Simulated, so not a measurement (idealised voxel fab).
The following is a process module called voxel ribs on slabs.
This is section cut - it's 200 nm across, gridded in 5 nm square cells.
In what follows, cross-sections appear as grids of square cells, described through bands that run from the top down, where every band is one or more rows of cells.
Within each band entry, the heights of the top and of the bottom of the band appear first, in that order and in nm; the materials of the band then follow from left to right, each with its corresponding width in nm. The designation "full width" on a single material indicates that it fills the band from edge to edge; the designation "blank" indicates empty space.
Height 0 is the level under which the wafer as received is all one material. The lowest band goes on downwards, as in "from 0 down".
With a width like "30->40", each row of cells in the band differs from the next by the same amount, the top row carrying the first number and the bottom row the second.
Where the words "left unchanged" appear for a step, the cross-section shows no cell changed by that step; every cell remained as before.
Any empty space of 8 cells or more lacking an open way to the top shows up in "Sealed voids" as width x height at distance, distance from the left edge, in nm.
Past the settings on a step's line: simulator remark, on that step.
"overlay nm" on a masked step: distance the mask lay right of its planned place, negative for left.

## Planned process steps
1 RECEIVE: material Si
2 DIRECTIONAL_DEP: material SiO2, thk nm 25
3 DIRECTIONAL_DEP: material polySi, thk nm 15
4 MASKED_ETCH: tone cover, mask id RIB, width nm 20, etch materials polySi, depth nm 10, overlay nm 0
5 MASKED_ETCH: tone cover, mask id SLAB, width nm 60, etch materials polySi, depth nm 5, overlay nm 0
6 FILL_DEP: material SiO2, thk nm 20
7 CMP: height nm 55
8 DIRECTIONAL_DEP: material TiN, thk nm 5
9 PATTERN: tone cover, mask id HEATER, material resist, width nm 30, thk nm 15, overlay nm 0
10 DIRECTIONAL_ETCH: etch materials TiN, depth nm 5
11 STRIP: etch materials resist
12 CONFORMAL_DEP: material SiN, thk nm 10

## The first of two wafers, run as planned

## Received-state cross-section, reflecting completion of step 1
from 0 down | Si full width
Sealed voids: none

## Cross-sectional representation of the wafer at the conclusion of step 2
from 25 to 0 | SiO2 full width
Heights below 0 show no change.

## Cross-sectional representation of the wafer at the conclusion of step 3
from 40 to 25 | polySi full width
Heights below 25 show no change.

## Cross-sectional representation of the wafer at the conclusion of step 4
from 40 to 30 | blank 90 / polySi 20 / blank 90
Heights below 30 show no change.

## Cross-sectional representation of the wafer at the conclusion of step 5
from 40 to 30 | blank 90 / polySi 20 / blank 90
from 30 to 25 | blank 70 / polySi 60 / blank 70
Heights below 25 show no change.

## Cross-sectional representation of the wafer at the conclusion of step 6
from 60 to 40 | SiO2 full width
from 40 to 30 | SiO2 90 / polySi 20 / SiO2 90
from 30 to 25 | SiO2 70 / polySi 60 / SiO2 70
Heights below 25 show no change.

## Cross-sectional representation of the wafer at the conclusion of step 7
from 55 to 40 | SiO2 full width
Heights below 40 show no change.

## Cross-sectional representation of the wafer at the conclusion of step 8
from 60 to 55 | TiN full width
Heights below 55 show no change.

## Cross-sectional representation of the wafer at the conclusion of step 9
from 75 to 60 | blank 85 / resist 30 / blank 85
Heights below 60 show no change.

## Cross-sectional representation of the wafer at the conclusion of step 10
from 75 to 60 | blank 85 / resist 30 / blank 85
from 60 to 55 | blank 85 / TiN 30 / blank 85
Heights below 55 show no change.

## Cross-sectional representation of the wafer at the conclusion of step 11
from 60 to 55 | blank 85 / TiN 30 / blank 85
Heights below 55 show no change.

## Cross-sectional representation of the wafer at the conclusion of step 12
from 70 to 65 | blank 75 / SiN 50 / blank 75
from 65 to 60 | SiN full width
from 60 to 55 | SiN 85 / TiN 30 / SiN 85
Heights below 55 show no change.

## Wafer two. Identical start, identical plan. One mistake in execution. Identical history through step 8

## Cross-section of the second wafer corresponding to the planned conclusion of step 9
from 75 to 60 | blank 80 / resist 40 / blank 80
Heights below 60 show no change.

## Cross-section of the second wafer corresponding to the planned conclusion of step 10
from 75 to 60 | blank 80 / resist 40 / blank 80
from 60 to 55 | blank 80 / TiN 40 / blank 80
Heights below 55 show no change.

## Cross-section of the second wafer corresponding to the planned conclusion of step 11
from 60 to 55 | blank 80 / TiN 40 / blank 80
Heights below 55 show no change.

## Cross-section of the second wafer corresponding to the planned conclusion of step 12
from 70 to 65 | blank 70 / SiN 60 / blank 70
from 65 to 60 | SiN full width
from 60 to 55 | SiN 80 / TiN 40 / SiN 80
Heights below 55 show no change.
What broke from the plan during processing? rather than as planned, step 9 actually ran as PATTERN: tone cover, mask id HEATER, material resist, width nm 40, thk nm 15, overlay nm 0
Looking at both finished wafers in cells, the second ends up ahead of or behind the first on some materials: +2 TiN
